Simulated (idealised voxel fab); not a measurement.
The name of this process module is voxel air gaps.
Displayed cross-section: cut, width of 180 nm, square cells sized 5 nm.
Heads up, the way a cross-section reads in here is a grid of square cells, handed over as bands from the top down, with every band being one or more rows of cells.
Per band: top height and bottom height in nm, followed by the left-to-right materials and their widths in nm; "full width" marks a single material spanning edge to edge, "blank" marks empty space.
Beneath 0, the wafer as received is one material, and that level is where height counting begins. The lowest band goes on downward without a bottom; it is written like "top 0, no bottom".
A width given as "30->40" starts at the first number in the band's top row and ends at the second number in its bottom row, shifting by an equal amount at every step from row to row.
When a step is marked "nothing altered", none of the cells in the cross-section changed during that step.
Empty spaces without an open route to the top, at least 8 cells in extent, make up the entry "Trapped cavities"; each is given as width x height at distance, where the distance is measured from the left edge, and all are in nm.
If you see something after the settings on a step's line, that's the simulator's own remark about that step.
The setting "overlay nm" may be written on the line of a step. When the step uses a mask, the value reports how far to the right of the planned place the mask lay, and a negative value reports that it lay to the left.

-- Steps planned for the process
- 1: RECEIVE: material Si
- 2: CONFORMAL_DEP: material SiO2, thk nm 10
- 3: CONFORMAL_DEP: material SiN, thk nm 5
- 4: DIRECTIONAL_DEP: material SiO2, thk nm 40
- 5: MASKED_ETCH: tone open, mask id LINES, width nm 25, pitch nm 55, etch materials SiO2, depth nm 40, overlay nm 0
- 6: CONFORMAL_DEP: material TiN, thk nm 5
- 7: FILL_DEP: material Ru, thk nm 10
- 8: CMP: height nm 55
- 9: EPI: material Ru, thk nm 10
- 10: SELECTIVE_ETCH: etch materials SiO2, depth nm 50
- 11: CONFORMAL_DEP: material SiCN, thk nm 5

-- first wafer, as planned

-- As received (post step 1): cross-section
	top 0, no bottom | Si full width
	Trapped cavities: none

-- The wafer, seen in cross-section, after step 2
	top 10, bottom 0 | SiO2 full width
	Below 0, no change.

-- The wafer, seen in cross-section, after step 3
	top 15, bottom 10 | SiN full width
	Below 10, no change.

-- The wafer, seen in cross-section, after step 4
	top 55, bottom 15 | SiO2 full width
	Below 15, no change.

-- The wafer, seen in cross-section, after step 5
	top 55, bottom 15 | 20 nm SiO2 / 25 nm blank / 30 nm SiO2 / 25 nm blank / 30 nm SiO2 / 25 nm blank / 25 nm SiO2
	Below 15, no change.

-- The wafer, seen in cross-section, after step 6
	top 60, bottom 55 | 25 nm TiN / 15 nm blank / 40 nm TiN / 15 nm blank / 40 nm TiN / 15 nm blank / 30 nm TiN
	top 55, bottom 20 | 20 nm SiO2 / 5 nm TiN / 15 nm blank / 5 nm TiN / 30 nm SiO2 / 5 nm TiN / 15 nm blank / 5 nm TiN / 30 nm SiO2 / 5 nm TiN / 15 nm blank / 5 nm TiN / 25 nm SiO2
	top 20, bottom 15 | 20 nm SiO2 / 25 nm TiN / 30 nm SiO2 / 25 nm TiN / 30 nm SiO2 / 25 nm TiN / 25 nm SiO2
	Below 15, no change.

-- The wafer, seen in cross-section, after step 7
	top 70, bottom 60 | Ru full width
	top 60, bottom 55 | 25 nm TiN / 15 nm Ru / 40 nm TiN / 15 nm Ru / 40 nm TiN / 15 nm Ru / 30 nm TiN
	top 55, bottom 20 | 20 nm SiO2 / 5 nm TiN / 15 nm Ru / 5 nm TiN / 30 nm SiO2 / 5 nm TiN / 15 nm Ru / 5 nm TiN / 30 nm SiO2 / 5 nm TiN / 15 nm Ru / 5 nm TiN / 25 nm SiO2
	Below 20, no change.

-- The wafer, seen in cross-section, after step 8
	top 55, bottom 20 | 20 nm SiO2 / 5 nm TiN / 15 nm Ru / 5 nm TiN / 30 nm SiO2 / 5 nm TiN / 15 nm Ru / 5 nm TiN / 30 nm SiO2 / 5 nm TiN / 15 nm Ru / 5 nm TiN / 25 nm SiO2
	Below 20, no change.

-- The wafer, seen in cross-section, after step 9
	top 65, bottom 55 | 10 nm blank / 45 nm Ru / 10 nm blank / 45 nm Ru / 10 nm blank / 45 nm Ru / 15 nm blank
	Below 55, no change.

-- The wafer, seen in cross-section, after step 10
	top 65, bottom 55 | 10 nm blank / 45 nm Ru / 10 nm blank / 45 nm Ru / 10 nm blank / 45 nm Ru / 15 nm blank
	top 55, bottom 20 | 20 nm blank / 5 nm TiN / 15 nm Ru / 5 nm TiN / 30 nm blank / 5 nm TiN / 15 nm Ru / 5 nm TiN / 30 nm blank / 5 nm TiN / 15 nm Ru / 5 nm TiN / 25 nm blank
	top 20, bottom 15 | 20 nm blank / 25 nm TiN / 30 nm blank / 25 nm TiN / 30 nm blank / 25 nm TiN / 25 nm blank
	Below 15, no change.

-- The wafer, seen in cross-section, after step 11
	top 70, bottom 65 | 5 nm blank / 165 nm SiCN / 10 nm blank
	top 65, bottom 55 | 5 nm blank / 5 nm SiCN / 45 nm Ru / 10 nm SiCN / 45 nm Ru / 10 nm SiCN / 45 nm Ru / 5 nm SiCN / 10 nm blank
	top 55, bottom 50 | 5 nm blank / 15 nm SiCN / 5 nm TiN / 15 nm Ru / 5 nm TiN / 30 nm SiCN / 5 nm TiN / 15 nm Ru / 5 nm TiN / 30 nm SiCN / 5 nm TiN / 15 nm Ru / 5 nm TiN / 15 nm SiCN / 10 nm blank
	top 50, bottom 20 | 15 nm blank / 5 nm SiCN / 5 nm TiN / 15 nm Ru / 5 nm TiN / 5 nm SiCN / 20 nm blank / 5 nm SiCN / 5 nm TiN / 15 nm Ru / 5 nm TiN / 5 nm SiCN / 20 nm blank / 5 nm SiCN / 5 nm TiN / 15 nm Ru / 5 nm TiN / 5 nm SiCN / 20 nm blank
	top 20, bottom 15 | 20 nm SiCN / 25 nm TiN / 30 nm SiCN / 25 nm TiN / 30 nm SiCN / 25 nm TiN / 25 nm SiCN
	Below 15, no change.
	Trapped cavities: 20 x 30 at 50; 20 x 30 at 105

-- The second wafer: identical to the first at the outset and in its planned sequence, differing only in that one mistake was made during processing; up to and including step 10, its path is the first wafer's path

-- Second wafer, cross-section, planned end of step 11
	top 80, bottom 65 | SiCN full width
	top 65, bottom 55 | 10 nm SiCN / 45 nm Ru / 10 nm SiCN / 45 nm Ru / 10 nm SiCN / 45 nm Ru / 15 nm SiCN
	top 55, bottom 50 | 20 nm SiCN / 5 nm TiN / 15 nm Ru / 5 nm TiN / 30 nm SiCN / 5 nm TiN / 15 nm Ru / 5 nm TiN / 30 nm SiCN / 5 nm TiN / 15 nm Ru / 5 nm TiN / 25 nm SiCN
	top 50, bottom 45 | 20 nm SiCN / 5 nm TiN / 15 nm Ru / 5 nm TiN / 5 nm SiCN / 20 nm blank / 5 nm SiCN / 5 nm TiN / 15 nm Ru / 5 nm TiN / 5 nm SiCN / 20 nm blank / 5 nm SiCN / 5 nm TiN / 15 nm Ru / 5 nm TiN / 25 nm SiCN
	top 45, bottom 40 | 10 nm blank / 10 nm SiCN / 5 nm TiN / 15 nm Ru / 5 nm TiN / 5 nm SiCN / 20 nm blank / 5 nm SiCN / 5 nm TiN / 15 nm Ru / 5 nm TiN / 5 nm SiCN / 20 nm blank / 5 nm SiCN / 5 nm TiN / 15 nm Ru / 5 nm TiN / 25 nm SiCN
	top 40, bottom 30 | 10 nm blank / 10 nm SiCN / 5 nm TiN / 15 nm Ru / 5 nm TiN / 5 nm SiCN / 20 nm blank / 5 nm SiCN / 5 nm TiN / 15 nm Ru / 5 nm TiN / 5 nm SiCN / 20 nm blank / 5 nm SiCN / 5 nm TiN / 15 nm Ru / 5 nm TiN / 15 nm SiCN / 10 nm blank
	top 30, bottom 25 | 10 nm blank / 10 nm SiCN / 5 nm TiN / 15 nm Ru / 5 nm TiN / 5 nm SiCN / 20 nm blank / 5 nm SiCN / 5 nm TiN / 15 nm Ru / 5 nm TiN / 5 nm SiCN / 20 nm blank / 5 nm SiCN / 5 nm TiN / 15 nm Ru / 5 nm TiN / 25 nm SiCN
	top 25, bottom 20 | 20 nm SiCN / 5 nm TiN / 15 nm Ru / 5 nm TiN / 5 nm SiCN / 20 nm blank / 5 nm SiCN / 5 nm TiN / 15 nm Ru / 5 nm TiN / 5 nm SiCN / 20 nm blank / 5 nm SiCN / 5 nm TiN / 15 nm Ru / 5 nm TiN / 25 nm SiCN
	top 20, bottom 15 | 20 nm SiCN / 25 nm TiN / 30 nm SiCN / 25 nm TiN / 30 nm SiCN / 25 nm TiN / 25 nm SiCN
	Below 15, no change.
	Trapped cavities: 10 x 20 at 0; 20 x 30 at 50; 20 x 30 at 105
What was done differently from what was planned? step 11 ran with different settings than intended, the actual operation and settings being CONFORMAL_DEP: material SiCN, thk nm 15
Once processing is complete, comparing cell counts shows that the second wafer has more or fewer of certain materials than the first: 114 more of SiCN
On completion, 3 closed voids are found in the second wafer, whereas the first wafer has 2.
